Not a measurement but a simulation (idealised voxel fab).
Documented hereafter: the process module known as voxel wiring stack.
Cross-sectional view cut (width: 155 nm; square cell size: 5 nm).
Reading order for cross-sections: top band down to bottom band. Underlying form: a grid of square cells. Band size: one or more rows of cells.
Band entry format. Leading values: height of top, height of bottom, nm. Remainder: materials in left-to-right order, each with its width in nm. Special words: "everywhere" on a single material, which then fills the band edge to edge; "blank", empty space.
Zero point of the height axis is 0; under it, received wafer = one material. Lowest band: continues down indefinitely, "0 and below".
Top row gets the first number, bottom row gets the second, and each row in between changes by the same step: that is how a band width like "30->40" works.
"left unchanged" for a step: no cell of the cross-section changed in that step.
Entry "Voids lacking openings". Content: empty spaces with no open connection to the top, size 8 cells or greater. Each: width x height at distance. Distance: from left edge. Unit: nm.
What comes after the settings on a step's line is commentary from the simulator itself on that step.
overlay nm: step with mask; distance mask lay right of planned place; negative value = left of planned place.

Here's what the planned process steps look like
| 1 | RECEIVE,material Si |
| 2 | CONFORMAL_DEP,material SiO2,thk nm 10 |
| 3 | CONFORMAL_DEP,material SiN,thk nm 5 |
| 4 | DIRECTIONAL_DEP,material lowk,thk nm 25 |
| 5 | PATTERN,tone open,mask id METAL_1,material resist,width nm 25,pitch nm 55,thk nm 20,overlay nm 0 |
| 6 | DIRECTIONAL_ETCH,etch materials lowk,depth nm 25 |
| 7 | DIRECTIONAL_ETCH,etch materials SiN,depth nm 5 |
| 8 | STRIP,etch materials resist |
| 9 | CONFORMAL_DEP,material TiN,thk nm 5 |
| 10 | FILL_DEP,material Ru,thk nm 10 |
| 11 | CMP,height nm 40 |
| 12 | EPI,material Ru,thk nm 5 |
| 13 | FILL_DEP,material SiCN,thk nm 5 |
| 14 | DIRECTIONAL_DEP,material lowk,thk nm 15 |
| 15 | MASKED_ETCH,tone open,mask id PLUG_1,width nm 15,etch materials lowk,depth nm 15,overlay nm 0 |
| 16 | MASKED_ETCH,tone open,mask id PLUG_1,width nm 15,etch materials SiCN,depth nm 5,overlay nm 0 |
| 17 | EPI,material Ru,thk nm 10 |
| 18 | EPI,material Ru,thk nm 10 |
| 19 | DIRECTIONAL_DEP,material TiN,thk nm 5 |
| 20 | DIRECTIONAL_DEP,material W,thk nm 20 |
| 21 | DIRECTIONAL_DEP,material aC,thk nm 15 |
| 22 | PATTERN,tone cover,mask id METAL_2,material resist,width nm 25,pitch nm 55,thk nm 30,overlay nm 0 |
| 23 | DIRECTIONAL_ETCH,etch materials aC,depth nm 15 |
| 24 | STRIP,etch materials resist |
| 25 | DIRECTIONAL_ETCH,etch materials W,depth nm 20 |
| 26 | DIRECTIONAL_ETCH,etch materials TiN,depth nm 5 |
| 27 | STRIP,etch materials aC |
| 28 | FILL_DEP,material SiO2,thk nm 5 |
| 29 | CMP,height nm 90 |
| 30 | CONFORMAL_DEP,material SiCN,thk nm 5 |

Cross-section of the wafer upon arrival, representing the state reached after step 1
0 and below = Si everywhere
Voids lacking openings: none

This is how the wafer looks in cross-section once the module is done, given the starting state and plan above and one mistake in carrying the plan out
95 down to 90 = SiCN everywhere
90 down to 75 = SiO2: 35 / W: 15 / SiO2: 105
75 down to 70 = SiO2: 35 / W: 25 / SiO2: 30 / W: 25 / SiO2: 40
70 down to 65 = SiO2: 35 / TiN: 15 / W: 10 / SiO2: 30 / W: 25 / SiO2: 40
65 down to 55 = SiO2: 35 / lowk: 15 / W: 10 / SiO2: 30 / W: 25 / SiO2: 40
55 down to 50 = SiO2: 35 / lowk: 15 / TiN: 10 / SiO2: 30 / TiN: 25 / SiO2: 40
50 down to 45 = SiCN everywhere
45 down to 40 = SiCN: 30 / Ru: 35 / SiCN: 20 / Ru: 35 / SiCN: 35
40 down to 15 = lowk: 35 / TiN: 5 / Ru: 15 / TiN: 5 / lowk: 30 / TiN: 5 / Ru: 15 / TiN: 5 / lowk: 40
15 down to 10 = SiN: 35 / TiN: 25 / SiN: 30 / TiN: 25 / SiN: 40
10 down to 0 = SiO2 everywhere
0 and below = Si everywhere
Voids lacking openings: none
In executing the process, a mistake was made relative to the plan: step 15, actual vs plan mismatch, actual run MASKED_ETCH,tone cover,mask id PLUG_1,width nm 15,etch materials lowk,depth nm 15,overlay nm 0
